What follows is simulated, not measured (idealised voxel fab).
Proc. module: voxel air gaps
Each square cell in cross-section cut measures 5 nm, and the section as a whole is 280 nm wide.
A cross-section is a grid of square cells, given in bands from the top down. A band is one or more rows of cells. Heads up on the band format: heights come first, top then bottom, in nm. After that it's the materials left to right, each with its width in nm. A single material flagged "throughout" fills the whole band edge to edge, and "air" means there's empty space there. Height datum 0, below which the as-received substrate wafer is one material. Lowest band open at the bottom, running downward: "0 and below". With a width like "30 to 40", each row of cells in the band differs from the next by the same amount, the top row carrying the first number and the bottom row the second. The cross-section has no changed cell in any step marked "everything unchanged". "Fully closed voids" - sealed voids, min. 8 cells, no opening to top; format: width x height at distance (distance from left edge; nm throughout). Text after the settings on a step's line: the simulator's own remark on that step. If you see "overlay nm" on a step's line and that step has a mask, it's telling you how far right of where it was planned the mask ended up; a negative number means it went left instead.
List of planned process steps:
1. RECEIVE with material Si
2. CONFORMAL_DEP with material SiO2, thk nm 10
3. CONFORMAL_DEP with material SiCN, thk nm 5
4. DIRECTIONAL_DEP with material lowk, thk nm 35
5. MASKED_ETCH with tone open, mask id LINES, width nm 15, pitch nm 40, etch materials lowk, depth nm 35, overlay nm 0
6. CONFORMAL_DEP with material TiN, thk nm 5
7. FILL_DEP with material W, thk nm 10
8. CMP with height nm 50
9. EPI with material Ru, thk nm 10
10. SELECTIVE_ETCH with etch materials lowk, depth nm 45
11. CONFORMAL_DEP with material SiCN, thk nm 5
Of two wafers, the first: run according to plan:
Shown in cross-section is the wafer as received, that is, as it stands after step 1:
    0 and below: Si throughout
    Fully closed voids: none
Cross-section of the wafer after step 2:
    10 down to 0: SiO2 throughout
    At heights below 0, the structure remains unaltered.
Cross-section of the wafer after step 3:
    15 down to 10: SiCN throughout
    At heights below 10, the structure remains unaltered.
Cross-section of the wafer after step 4:
    50 down to 15: lowk throughout
    At heights below 15, the structure remains unaltered.
Cross-section of the wafer after step 5:
    50 down to 15: 70 lowk / 15 air / 25 lowk / 15 air / 25 lowk / 15 air / 25 lowk / 15 air / 75 lowk
    At heights below 15, the structure remains unaltered.
Cross-section of the wafer after step 6:
    55 down to 50: 75 TiN / 5 air / 35 TiN / 5 air / 35 TiN / 5 air / 35 TiN / 5 air / 80 TiN
    50 down to 20: 70 lowk / 5 TiN / 5 air / 5 TiN / 25 lowk / 5 TiN / 5 air / 5 TiN / 25 lowk / 5 TiN / 5 air / 5 TiN / 25 lowk / 5 TiN / 5 air / 5 TiN / 75 lowk
    20 down to 15: 70 lowk / 15 TiN / 25 lowk / 15 TiN / 25 lowk / 15 TiN / 25 lowk / 15 TiN / 75 lowk
    At heights below 15, the structure remains unaltered.
Cross-section of the wafer after step 7:
    65 down to 55: W throughout
    55 down to 50: 75 TiN / 5 W / 35 TiN / 5 W / 35 TiN / 5 W / 35 TiN / 5 W / 80 TiN
    50 down to 20: 70 lowk / 5 TiN / 5 W / 5 TiN / 25 lowk / 5 TiN / 5 W / 5 TiN / 25 lowk / 5 TiN / 5 W / 5 TiN / 25 lowk / 5 TiN / 5 W / 5 TiN / 75 lowk
    At heights below 20, the structure remains unaltered.
Cross-section of the wafer after step 8:
    50 down to 20: 70 lowk / 5 TiN / 5 W / 5 TiN / 25 lowk / 5 TiN / 5 W / 5 TiN / 25 lowk / 5 TiN / 5 W / 5 TiN / 25 lowk / 5 TiN / 5 W / 5 TiN / 75 lowk
    At heights below 20, the structure remains unaltered.
Cross-section of the wafer after step 9:
    60 down to 50: 60 air / 35 Ru / 5 air / 35 Ru / 5 air / 35 Ru / 5 air / 35 Ru / 65 air
    At heights below 50, the structure remains unaltered.
Cross-section of the wafer after step 10:
    60 down to 50: 60 air / 35 Ru / 5 air / 35 Ru / 5 air / 35 Ru / 5 air / 35 Ru / 65 air
    50 down to 20: 70 air / 5 TiN / 5 W / 5 TiN / 25 air / 5 TiN / 5 W / 5 TiN / 25 air / 5 TiN / 5 W / 5 TiN / 25 air / 5 TiN / 5 W / 5 TiN / 75 air
    20 down to 15: 70 air / 15 TiN / 25 air / 15 TiN / 25 air / 15 TiN / 25 air / 15 TiN / 75 air
    At heights below 15, the structure remains unaltered.
Cross-section of the wafer after step 11:
    65 down to 60: 55 air / 165 SiCN / 60 air
    60 down to 50: 55 air / 5 SiCN / 35 Ru / 5 SiCN / 35 Ru / 5 SiCN / 35 Ru / 5 SiCN / 35 Ru / 5 SiCN / 60 air
    50 down to 45: 55 air / 15 SiCN / 5 TiN / 5 W / 5 TiN / 25 SiCN / 5 TiN / 5 W / 5 TiN / 25 SiCN / 5 TiN / 5 W / 5 TiN / 25 SiCN / 5 TiN / 5 W / 5 TiN / 15 SiCN / 60 air
    45 down to 20: 65 air / 5 SiCN / 5 TiN / 5 W / 5 TiN / 5 SiCN / 15 air / 5 SiCN / 5 TiN / 5 W / 5 TiN / 5 SiCN / 15 air / 5 SiCN / 5 TiN / 5 W / 5 TiN / 5 SiCN / 15 air / 5 SiCN / 5 TiN / 5 W / 5 TiN / 5 SiCN / 70 air
    20 down to 15: 70 SiCN / 15 TiN / 25 SiCN / 15 TiN / 25 SiCN / 15 TiN / 25 SiCN / 15 TiN / 75 SiCN
    At heights below 15, the structure remains unaltered.
    Fully closed voids: 15 x 25 at 90; 15 x 25 at 130; 15 x 25 at 170
Okay, second wafer. Nothing different at the start, nothing different in the plan, just one mistake somewhere in the running. As far as step 1, counting that step, it's the first wafer all over again:
Cross-section of the second wafer at the time step 2 of the plan should have ended:
    5 down to 0: SiCN throughout
    At heights below 0, the structure remains unaltered.
Cross-section of the second wafer at the time step 3 of the plan should have ended:
    15 down to 5: SiO2 throughout
    At heights below 5, the structure remains unaltered.
Cross-section of the second wafer at the time step 4 of the plan should have ended:
    50 down to 15: lowk throughout
    At heights below 15, the structure remains unaltered.
Cross-section of the second wafer at the time step 5 of the plan should have ended:
    50 down to 15: 70 lowk / 15 air / 25 lowk / 15 air / 25 lowk / 15 air / 25 lowk / 15 air / 75 lowk
    At heights below 15, the structure remains unaltered.
Cross-section of the second wafer at the time step 6 of the plan should have ended:
    55 down to 50: 75 TiN / 5 air / 35 TiN / 5 air / 35 TiN / 5 air / 35 TiN / 5 air / 80 TiN
    50 down to 20: 70 lowk / 5 TiN / 5 air / 5 TiN / 25 lowk / 5 TiN / 5 air / 5 TiN / 25 lowk / 5 TiN / 5 air / 5 TiN / 25 lowk / 5 TiN / 5 air / 5 TiN / 75 lowk
    20 down to 15: 70 lowk / 15 TiN / 25 lowk / 15 TiN / 25 lowk / 15 TiN / 25 lowk / 15 TiN / 75 lowk
    At heights below 15, the structure remains unaltered.
Cross-section of the second wafer at the time step 7 of the plan should have ended:
    65 down to 55: W throughout
    55 down to 50: 75 TiN / 5 W / 35 TiN / 5 W / 35 TiN / 5 W / 35 TiN / 5 W / 80 TiN
    50 down to 20: 70 lowk / 5 TiN / 5 W / 5 TiN / 25 lowk / 5 TiN / 5 W / 5 TiN / 25 lowk / 5 TiN / 5 W / 5 TiN / 25 lowk / 5 TiN / 5 W / 5 TiN / 75 lowk
    At heights below 20, the structure remains unaltered.
Cross-section of the second wafer at the time step 8 of the plan should have ended:
    50 down to 20: 70 lowk / 5 TiN / 5 W / 5 TiN / 25 lowk / 5 TiN / 5 W / 5 TiN / 25 lowk / 5 TiN / 5 W / 5 TiN / 25 lowk / 5 TiN / 5 W / 5 TiN / 75 lowk
    At heights below 20, the structure remains unaltered.
Cross-section of the second wafer at the time step 9 of the plan should have ended:
    60 down to 50: 60 air / 35 Ru / 5 air / 35 Ru / 5 air / 35 Ru / 5 air / 35 Ru / 65 air
    At heights below 50, the structure remains unaltered.
Cross-section of the second wafer at the time step 10 of the plan should have ended:
    60 down to 50: 60 air / 35 Ru / 5 air / 35 Ru / 5 air / 35 Ru / 5 air / 35 Ru / 65 air
    50 down to 20: 70 air / 5 TiN / 5 W / 5 TiN / 25 air / 5 TiN / 5 W / 5 TiN / 25 air / 5 TiN / 5 W / 5 TiN / 25 air / 5 TiN / 5 W / 5 TiN / 75 air
    20 down to 15: 70 air / 15 TiN / 25 air / 15 TiN / 25 air / 15 TiN / 25 air / 15 TiN / 75 air
    At heights below 15, the structure remains unaltered.
Cross-section of the second wafer at the time step 11 of the plan should have ended:
    65 down to 60: 55 air / 165 SiCN / 60 air
    60 down to 50: 55 air / 5 SiCN / 35 Ru / 5 SiCN / 35 Ru / 5 SiCN / 35 Ru / 5 SiCN / 35 Ru / 5 SiCN / 60 air
    50 down to 45: 55 air / 15 SiCN / 5 TiN / 5 W / 5 TiN / 25 SiCN / 5 TiN / 5 W / 5 TiN / 25 SiCN / 5 TiN / 5 W / 5 TiN / 25 SiCN / 5 TiN / 5 W / 5 TiN / 15 SiCN / 60 air
    45 down to 20: 65 air / 5 SiCN / 5 TiN / 5 W / 5 TiN / 5 SiCN / 15 air / 5 SiCN / 5 TiN / 5 W / 5 TiN / 5 SiCN / 15 air / 5 SiCN / 5 TiN / 5 W / 5 TiN / 5 SiCN / 15 air / 5 SiCN / 5 TiN / 5 W / 5 TiN / 5 SiCN / 70 air
    20 down to 15: 70 SiCN / 15 TiN / 25 SiCN / 15 TiN / 25 SiCN / 15 TiN / 25 SiCN / 15 TiN / 75 SiCN
    At heights below 15, the structure remains unaltered.
    Fully closed voids: 15 x 25 at 90; 15 x 25 at 130; 15 x 25 at 170
Heads up, the wafer didn't run the way we planned it: contrary to the plan, steps 2 and 3 were processed in exchanged order
The two final wafers agree on how many cells each material fills and disagree on which cells those are.
